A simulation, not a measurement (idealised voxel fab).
process module | voxel self aligned contacts
For reference, the cross-section in this document is cut, with width 170 nm and square cells of 5 nm.
Reading order for cross-sections: top band down to bottom band. Underlying form: a grid of square cells. Band size: one or more rows of cells. Basically the band line says how high the top is and how high the bottom is, in nm, and then what's in it from left to right, every material with its width in nm. Empty space shows up as "air", and if a single material carries "edge to edge" it runs the full band edge to edge. Basically, 0 is our baseline, since under it the wafer straight out of the box is all one material. The bottom band has no lower end and keeps on going down, so it looks like "z 0 and below". Per-row width for "30..40": begins at first number (top row of band), ends at second number (bottom row), increment between rows held constant. Basically "same as before" means that step didn't change any cell in the cross-section. Look at "Trapped cavities" for the closed voids: empty spaces with no open path to the top, sized 8 cells or up. Each is width x height at distance, distance from the left edge, all nm. Post-settings text on a step line: simulator's own remark regarding the step. "overlay nm" answers the question of how far to the right of plan the mask lay on a step that has a mask, and when it is negative the answer is to the left.

The steps planned for the process are as follows:
1) RECEIVE | material Si
2) OXIDIZE | depth nm 5
3) DIRECTIONAL_DEP | material polySi | thk nm 30
4) DIRECTIONAL_DEP | material SiN | thk nm 20
5) DIRECTIONAL_DEP | material aC | thk nm 15
6) PATTERN | tone cover | mask id GATE | material resist | width nm 35 | pitch nm 60 | thk nm 35 | overlay nm 0
7) DIRECTIONAL_ETCH | etch materials aC | depth nm 15
8) STRIP | etch materials resist
9) DIRECTIONAL_ETCH | etch materials SiN | depth nm 20
10) DIRECTIONAL_ETCH | etch materials polySi | depth nm 30
11) STRIP | etch materials aC
12) CONFORMAL_DEP | material SiN | thk nm 5
13) DIRECTIONAL_ETCH | etch materials SiN | depth nm 5
14) FILL_DEP | material SiO2 | thk nm 10
15) CMP | height nm 55
16) MASKED_ETCH | tone open | mask id CONTACT | width nm 45 | etch materials SiO2 | depth nm 60 | overlay nm 0
17) CONFORMAL_DEP | material TiN | thk nm 5
18) FILL_DEP | material W | thk nm 10
19) CMP | height nm 55
20) CONFORMAL_DEP | material SiN | thk nm 5

First of the two wafers, run per plan:

As received (post step 1): cross-section:
* z 0 and below  Si edge to edge
* Trapped cavities: none

Cross-section of the wafer subsequent to step 2:
* z 0 to -5  SiO2 edge to edge
* No changes below -5.

Cross-section of the wafer subsequent to step 3:
* z 30 to 0  polySi edge to edge
* No changes below 0.

Cross-section of the wafer subsequent to step 4:
* z 50 to 30  SiN edge to edge
* No changes below 30.

Cross-section of the wafer subsequent to step 5:
* z 65 to 50  aC edge to edge
* No changes below 50.

Cross-section of the wafer subsequent to step 6:
* z 100 to 65  35 of air  35 of resist  25 of air  35 of resist  40 of air
* No changes below 65.

Cross-section of the wafer subsequent to step 7:
* z 85 to 65  35 of air  35 of resist  25 of air  35 of resist  40 of air
* z 65 to 50  35 of air  35 of aC  25 of air  35 of aC  40 of air
* No changes below 50.

Cross-section of the wafer subsequent to step 8:
* z 65 to 50  35 of air  35 of aC  25 of air  35 of aC  40 of air
* No changes below 50.

Cross-section of the wafer subsequent to step 9:
* z 65 to 50  35 of air  35 of aC  25 of air  35 of aC  40 of air
* z 50 to 30  35 of air  35 of SiN  25 of air  35 of SiN  40 of air
* No changes below 30.

Cross-section of the wafer subsequent to step 10:
* z 65 to 50  35 of air  35 of aC  25 of air  35 of aC  40 of air
* z 50 to 30  35 of air  35 of SiN  25 of air  35 of SiN  40 of air
* z 30 to 0  35 of air  35 of polySi  25 of air  35 of polySi  40 of air
* No changes below 0.

Cross-section of the wafer subsequent to step 11:
* z 50 to 30  35 of air  35 of SiN  25 of air  35 of SiN  40 of air
* No changes below 30.

Cross-section of the wafer subsequent to step 12:
* z 55 to 30  30 of air  45 of SiN  15 of air  45 of SiN  35 of air
* z 30 to 5  30 of air  5 of SiN  35 of polySi  5 of SiN  15 of air  5 of SiN  35 of polySi  5 of SiN  35 of air
* z 5 to 0  35 of SiN  35 of polySi  25 of SiN  35 of polySi  40 of SiN
* No changes below 0.

Cross-section of the wafer subsequent to step 13:
* z 50 to 30  30 of air  45 of SiN  15 of air  45 of SiN  35 of air
* z 30 to 0  30 of air  5 of SiN  35 of polySi  5 of SiN  15 of air  5 of SiN  35 of polySi  5 of SiN  35 of air
* No changes below 0.

Cross-section of the wafer subsequent to step 14:
* z 60 to 50  SiO2 edge to edge
* z 50 to 30  30 of SiO2  45 of SiN  15 of SiO2  45 of SiN  35 of SiO2
* z 30 to 0  30 of SiO2  5 of SiN  35 of polySi  5 of SiN  15 of SiO2  5 of SiN  35 of polySi  5 of SiN  35 of SiO2
* No changes below 0.

Cross-section of the wafer subsequent to step 15:
* z 55 to 50  SiO2 edge to edge
* No changes below 50.

Cross-section of the wafer subsequent to step 16:
* z 55 to 50  60 of SiO2  45 of air  65 of SiO2
* z 50 to 30  30 of SiO2  45 of SiN  15 of air  45 of SiN  35 of SiO2
* z 30 to 0  30 of SiO2  5 of SiN  35 of polySi  5 of SiN  15 of air  5 of SiN  35 of polySi  5 of SiN  35 of SiO2
* z 0 to -5  75 of SiO2  15 of air  80 of SiO2
* No changes below -5.

Cross-section of the wafer subsequent to step 17:
* z 60 to 55  65 of TiN  35 of air  70 of TiN
* z 55 to 50  60 of SiO2  20 of TiN  5 of air  20 of TiN  65 of SiO2
* z 50 to 30  30 of SiO2  45 of SiN  5 of TiN  5 of air  5 of TiN  45 of SiN  35 of SiO2
* z 30 to 0  30 of SiO2  5 of SiN  35 of polySi  5 of SiN  5 of TiN  5 of air  5 of TiN  5 of SiN  35 of polySi  5 of SiN  35 of SiO2
* z 0 to -5  75 of SiO2  15 of TiN  80 of SiO2
* No changes below -5.

Cross-section of the wafer subsequent to step 18:
* z 70 to 60  W edge to edge
* z 60 to 55  65 of TiN  35 of W  70 of TiN
* z 55 to 50  60 of SiO2  20 of TiN  5 of W  20 of TiN  65 of SiO2
* z 50 to 30  30 of SiO2  45 of SiN  5 of TiN  5 of W  5 of TiN  45 of SiN  35 of SiO2
* z 30 to 0  30 of SiO2  5 of SiN  35 of polySi  5 of SiN  5 of TiN  5 of W  5 of TiN  5 of SiN  35 of polySi  5 of SiN  35 of SiO2
* No changes below 0.

Cross-section of the wafer subsequent to step 19:
* z 55 to 50  60 of SiO2  20 of TiN  5 of W  20 of TiN  65 of SiO2
* No changes below 50.

Cross-section of the wafer subsequent to step 20:
* z 60 to 55  SiN edge to edge
* No changes below 55.

Wafer two of two - same starting point, same process plan, one mistake in execution; matches wafer one up to and including step 13:

Second wafer, sectioned view, at step 14's planned end time:
* z 60 to 50  W edge to edge
* z 50 to 30  30 of W  45 of SiN  15 of W  45 of SiN  35 of W
* z 30 to 0  30 of W  5 of SiN  35 of polySi  5 of SiN  15 of W  5 of SiN  35 of polySi  5 of SiN  35 of W
* No changes below 0.

Second wafer, sectioned view, at step 15's planned end time:
* z 55 to 50  W edge to edge
* No changes below 50.

Second wafer, sectioned view, at step 16's planned end time: same as before

Second wafer, sectioned view, at step 17's planned end time:
* z 60 to 55  TiN edge to edge
* No changes below 55.

Second wafer, sectioned view, at step 18's planned end time:
* z 70 to 60  W edge to edge
* No changes below 60.

Second wafer, sectioned view, at step 19's planned end time:
* z 55 to 50  W edge to edge
* No changes below 50.

Second wafer, sectioned view, at step 20's planned end time:
* z 60 to 55  SiN edge to edge
* No changes below 55.
The mistake made against the process plan was this: heads up, step 14 didn't go per plan, it actually ran as FILL_DEP | material W | thk nm 10
At the finish, the second wafer shows more or fewer cells for some materials than the first does: -152 SiO2 | -31 TiN | +183 W
